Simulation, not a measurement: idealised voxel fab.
You're looking at the process module voxel transistor to metal.
The figure presents cross-section cut, which has a width of 250 nm and is divided into square cells with an edge length of 5 nm.
Each cross-section below is a grid of square cells, stated as bands in top-down order, with one or more rows of cells making up each band.
Read a band's entry like this: the first values are the height of its top and the height of its bottom in nm, and what follows is the sequence of materials from left to right, each with its width in nm. Note that "empty" is empty space, and that a single material marked "full width" reaches across the band from edge to edge.
It should be noted that heights are counted from 0, beneath which the wafer as supplied is of one material throughout, and that the lowest band possesses no lower boundary but continues downward, as written in "z 0 and below".
Per-row width for "30 to 40": begins at first number (top row of band), ends at second number (bottom row), increment between rows held constant.
Where a step carries "remained the same", the cross-section came out of it unchanged, cell for cell.
Closed void catalog: empty space of 8 cells or more with no open way to the top, each as width x height at its distance from the left edge, in nm
Note: text after step settings on the step line = simulator remark on that step.
The "overlay nm" setting may appear on a step's line; for a step that uses a mask, it gives how far to the right of its planned position the mask lay, and a negative value indicates the left.

-- Here's what the planned process steps look like
| 1 | RECEIVE (material Si) |
| 2 | CONFORMAL_DEP (material SiO2; thk nm 5) |
| 3 | CONFORMAL_DEP (material SiN; thk nm 15) |
| 4 | MASKED_ETCH (tone cover; mask id ACTIVE; width nm 85; pitch nm 115; etch materials SiN; depth nm 15; overlay nm 0) |
| 5 | MASKED_ETCH (tone cover; mask id ACTIVE; width nm 85; pitch nm 115; etch materials SiO2; depth nm 5; overlay nm 0) |
| 6 | MASKED_ETCH (tone cover; mask id ACTIVE; width nm 85; pitch nm 115; etch materials Si; depth nm 20; overlay nm 0) |
| 7 | OXIDIZE (depth nm 5) |
| 8 | FILL_DEP (material SiO2; thk nm 5) |
| 9 | CMP (height nm 20) |
| 10 | SELECTIVE_ETCH (etch materials SiO2; depth nm 15) |
| 11 | STRIP (etch materials SiN) |
| 12 | SELECTIVE_ETCH (etch materials SiO2; depth nm 5) |
| 13 | OXIDIZE (depth nm 5) |
| 14 | DIRECTIONAL_DEP (material polySi; thk nm 30) |
| 15 | DIRECTIONAL_DEP (material SiCN; thk nm 15) |
| 16 | PATTERN (tone cover; mask id GATE; material resist; width nm 15; pitch nm 115; thk nm 20; overlay nm 0) |
| 17 | DIRECTIONAL_ETCH (etch materials SiCN; depth nm 25) |
| 18 | DIRECTIONAL_ETCH (etch materials polySi; depth nm 40) |
| 19 | STRIP (etch materials resist) |
| 20 | CONFORMAL_DEP (material SiN; thk nm 5) |
| 21 | DIRECTIONAL_ETCH (etch materials SiN; depth nm 5) |
| 22 | DIRECTIONAL_ETCH (etch materials SiO2; depth nm 5) |
| 23 | DIRECTIONAL_ETCH (etch materials Si; depth nm 10) |
| 24 | EPI (material nSi; thk nm 10) |
| 25 | FILL_DEP (material SiO2; thk nm 10) |
| 26 | CMP (height nm 45) |
| 27 | DIRECTIONAL_DEP (material SiO2; thk nm 15) |
| 28 | PATTERN (tone open; mask id CONTACT; material resist; width nm 15; thk nm 15; overlay nm 0) |
| 29 | DIRECTIONAL_ETCH (etch materials SiO2; depth nm 65) |
| 30 | STRIP (etch materials resist) |
| 31 | CONFORMAL_DEP (material TiN; thk nm 5) |
| 32 | FILL_DEP (material W; thk nm 5) |
| 33 | CMP (height nm 60) |
| 34 | DIRECTIONAL_DEP (material TiN; thk nm 5) |
| 35 | DIRECTIONAL_DEP (material W; thk nm 15) |
| 36 | DIRECTIONAL_DEP (material aC; thk nm 10) |
| 37 | PATTERN (tone cover; mask id METAL_1; material resist; width nm 15; thk nm 25; overlay nm -15) |
| 38 | DIRECTIONAL_ETCH (etch materials aC; depth nm 10) |
| 39 | STRIP (etch materials resist) |
| 40 | DIRECTIONAL_ETCH (etch materials W; depth nm 15) |
| 41 | DIRECTIONAL_ETCH (etch materials TiN; depth nm 5) |
| 42 | STRIP (etch materials aC) |
| 43 | CONFORMAL_DEP (material SiCN; thk nm 5) |
| 44 | FILL_DEP (material lowk; thk nm 10) |
| 45 | CMP (height nm 80) |
| 46 | CONFORMAL_DEP (material SiCN; thk nm 5) |
Split variable: overlay nm, step 37. Plan value = first wafer. Wafers start alike.

-- Incoming state of the first of several wafers in cross-section: after step 1
z 0 and below | Si full width
Closed void catalog: none

-- Post step 46, the closing step of the module: first of several wafers, cross-sectioned
z 85 to 80 | SiCN full width
z 80 to 65 | lowk: 10, SiCN: 5, W: 15, SiCN: 5, lowk: 35, SiCN: 5, W: 15, SiCN: 5, lowk: 30, SiCN: 5, W: 15, SiCN: 5, lowk: 35, SiCN: 5, W: 15, SiCN: 5, lowk: 40
z 65 to 60 | SiCN: 15, TiN: 15, SiCN: 45, TiN: 15, SiCN: 40, TiN: 15, SiCN: 45, TiN: 15, SiCN: 45
z 60 to 45 | SiO2: 30, TiN: 5, W: 5, TiN: 5, SiO2: 45, TiN: 5, W: 5, TiN: 5, SiO2: 40, TiN: 5, W: 5, TiN: 5, SiO2: 45, TiN: 5, W: 5, TiN: 5, SiO2: 30
z 45 to 30 | SiO2: 30, TiN: 5, W: 5, TiN: 5, SiO2: 10, SiN: 5, SiCN: 15, SiN: 5, SiO2: 10, TiN: 5, W: 5, TiN: 5, SiO2: 40, TiN: 5, W: 5, TiN: 5, SiO2: 10, SiN: 5, SiCN: 15, SiN: 5, SiO2: 10, TiN: 5, W: 5, TiN: 5, SiO2: 30
z 30 to 5 | SiO2: 30, TiN: 5, W: 5, TiN: 5, SiO2: 10, SiN: 5, polySi: 15, SiN: 5, SiO2: 10, TiN: 5, W: 5, TiN: 5, SiO2: 40, TiN: 5, W: 5, TiN: 5, SiO2: 10, SiN: 5, polySi: 15, SiN: 5, SiO2: 10, TiN: 5, W: 5, TiN: 5, SiO2: 30
z 5 to 0 | SiO2: 30, TiN: 5, W: 5, TiN: 5, nSi: 10, SiN: 5, polySi: 15, SiN: 5, nSi: 10, TiN: 5, W: 5, TiN: 5, SiO2: 40, TiN: 5, W: 5, TiN: 5, nSi: 10, SiN: 5, polySi: 15, SiN: 5, nSi: 10, TiN: 5, W: 5, TiN: 5, SiO2: 30
z 0 to -5 | SiO2: 30, TiN: 15, nSi: 10, SiO2: 25, nSi: 10, TiN: 15, SiO2: 40, TiN: 15, nSi: 10, SiO2: 25, nSi: 10, TiN: 15, SiO2: 30
z -5 to -15 | SiO2: 30, nSi: 25, Si: 25, nSi: 25, SiO2: 40, nSi: 25, Si: 25, nSi: 25, SiO2: 30
z -15 to -25 | SiO2: 30, Si: 75, SiO2: 40, Si: 75, SiO2: 30
z -25 and below | Si full width
Closed void catalog: none

-- Wafer cross-section (last wafer, module end)
z 85 to 80 | SiCN full width
z 80 to 65 | lowk: 40, SiCN: 5, W: 15, SiCN: 5, lowk: 35, SiCN: 5, W: 15, SiCN: 5, lowk: 30, SiCN: 5, W: 15, SiCN: 5, lowk: 35, SiCN: 5, W: 15, SiCN: 5, lowk: 10
z 65 to 60 | SiCN: 45, TiN: 15, SiCN: 45, TiN: 15, SiCN: 40, TiN: 15, SiCN: 45, TiN: 15, SiCN: 15
z 60 to 45 | SiO2: 30, TiN: 5, W: 5, TiN: 5, SiO2: 45, TiN: 5, W: 5, TiN: 5, SiO2: 40, TiN: 5, W: 5, TiN: 5, SiO2: 45, TiN: 5, W: 5, TiN: 5, SiO2: 30
z 45 to 30 | SiO2: 30, TiN: 5, W: 5, TiN: 5, SiO2: 10, SiN: 5, SiCN: 15, SiN: 5, SiO2: 10, TiN: 5, W: 5, TiN: 5, SiO2: 40, TiN: 5, W: 5, TiN: 5, SiO2: 10, SiN: 5, SiCN: 15, SiN: 5, SiO2: 10, TiN: 5, W: 5, TiN: 5, SiO2: 30
z 30 to 5 | SiO2: 30, TiN: 5, W: 5, TiN: 5, SiO2: 10, SiN: 5, polySi: 15, SiN: 5, SiO2: 10, TiN: 5, W: 5, TiN: 5, SiO2: 40, TiN: 5, W: 5, TiN: 5, SiO2: 10, SiN: 5, polySi: 15, SiN: 5, SiO2: 10, TiN: 5, W: 5, TiN: 5, SiO2: 30
z 5 to 0 | SiO2: 30, TiN: 5, W: 5, TiN: 5, nSi: 10, SiN: 5, polySi: 15, SiN: 5, nSi: 10, TiN: 5, W: 5, TiN: 5, SiO2: 40, TiN: 5, W: 5, TiN: 5, nSi: 10, SiN: 5, polySi: 15, SiN: 5, nSi: 10, TiN: 5, W: 5, TiN: 5, SiO2: 30
z 0 to -5 | SiO2: 30, TiN: 15, nSi: 10, SiO2: 25, nSi: 10, TiN: 15, SiO2: 40, TiN: 15, nSi: 10, SiO2: 25, nSi: 10, TiN: 15, SiO2: 30
z -5 to -15 | SiO2: 30, nSi: 25, Si: 25, nSi: 25, SiO2: 40, nSi: 25, Si: 25, nSi: 25, SiO2: 30
z -15 to -25 | SiO2: 30, Si: 75, SiO2: 40, Si: 75, SiO2: 30
z -25 and below | Si full width
Closed void catalog: none

-- Heads up, this table goes wafer by wafer. A row tells you, at the end of the module, how many cells of each material that wafer has put on (+) or dropped (-) since it was received, and then its closed voids
overlay nm -15; -170 Si; +130 SiCN; +36 SiN; +468 SiO2; +120 TiN; +84 W; +90 lowk; +56 nSi; +36 polySi; Closed void catalog: none
overlay nm -10; -170 Si; +130 SiCN; +36 SiN; +468 SiO2; +120 TiN; +84 W; +90 lowk; +56 nSi; +36 polySi; Closed void catalog: none
overlay nm -5; -170 Si; +130 SiCN; +36 SiN; +468 SiO2; +120 TiN; +84 W; +90 lowk; +56 nSi; +36 polySi; Closed void catalog: none
overlay nm 0; -170 Si; +130 SiCN; +36 SiN; +468 SiO2; +120 TiN; +84 W; +90 lowk; +56 nSi; +36 polySi; Closed void catalog: none
overlay nm 5; -170 Si; +130 SiCN; +36 SiN; +468 SiO2; +120 TiN; +84 W; +90 lowk; +56 nSi; +36 polySi; Closed void catalog: none
overlay nm 10; -170 Si; +130 SiCN; +36 SiN; +468 SiO2; +120 TiN; +84 W; +90 lowk; +56 nSi; +36 polySi; Closed void catalog: none
overlay nm 15; -170 Si; +130 SiCN; +36 SiN; +468 SiO2; +120 TiN; +84 W; +90 lowk; +56 nSi; +36 polySi; Closed void catalog: none
